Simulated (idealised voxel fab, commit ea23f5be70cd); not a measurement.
A process module follows: voxel ribs on slabs.
Section cut is 195 nm wide and gridded with 5 nm square cells.
Cross-section format: a grid of square cells, given as bands from top to bottom; each band is one or more rows of cells.
The entry gives the band's vertical extent as a top height and a bottom height in nm, then its horizontal make-up as materials from left to right, each with a width in nm. "air" stands for empty space; a single material marked "everywhere" fills the band edge to edge.
Where do heights start? At 0: under that level the wafer as delivered is made of one material only. And the lowest band has no floor; it just carries on downward, as in "top 0, no bottom".
So if you see something like "30 to 40" for the width, read it as the top row of the band sitting at the first number and the bottom row at the second, with every row in between moving by the same amount as the last.
The designation "nothing was modified", where it is given for a processing step, indicates that no cell of the cross-section was altered in the course of that step.
Internal closed voids: empty space of 8 cells or more with no open way to the top, each as width x height at its distance from the left edge, in nm
Past the settings on a step's line: simulator remark, on that step.
overlay nm: right-of-plan distance of the mask on a masked step; negative values mean left-of-plan.
## Here's what the planned process steps look like
step 1: RECEIVE (material Si)
step 2: DIRECTIONAL_DEP (material SiO2; thk nm 20)
step 3: DIRECTIONAL_DEP (material SiN; thk nm 20)
step 4: PATTERN (tone cover; mask id RIB; material resist; width nm 30; thk nm 20; overlay nm 0)
step 5: DIRECTIONAL_ETCH (etch materials SiN; depth nm 10)
step 6: STRIP (etch materials resist)
step 7: PATTERN (tone cover; mask id SLAB; material resist; width nm 60; thk nm 15; overlay nm 0)
step 8: DIRECTIONAL_ETCH (etch materials SiN; depth nm 10)
step 9: STRIP (etch materials resist)
step 10: FILL_DEP (material SiO2; thk nm 25)
step 11: CMP (height nm 55)
step 12: DIRECTIONAL_DEP (material W; thk nm 5)
step 13: PATTERN (tone cover; mask id HEATER; material resist; width nm 40; thk nm 20; overlay nm 0)
step 14: DIRECTIONAL_ETCH (etch materials W; depth nm 5)
step 15: STRIP (etch materials resist)
step 16: CONFORMAL_DEP (material SiN; thk nm 5)
## Here's what the wafer looked like in cross-section when it arrived - that's after step 1
top 0, no bottom  Si everywhere
Internal closed voids: none
## The cross-section shown corresponds to the wafer at the conclusion of the module. The initial structure and the process plan are those presented above; however, one mistake occurred in executing the plan
top 65, bottom 60  air (70) / SiN (50) / air (75)
top 60, bottom 55  SiN (75) / W (40) / SiN (80)
top 55, bottom 50  SiO2 (80) / SiN (30) / SiO2 (85)
top 50, bottom 40  SiO2 (65) / SiN (60) / SiO2 (70)
top 40, bottom 20  SiN everywhere
top 20, bottom 0  SiO2 everywhere
top 0, no bottom  Si everywhere
Internal closed voids: none
Plan not followed: step 3 of the plan was executed twice over
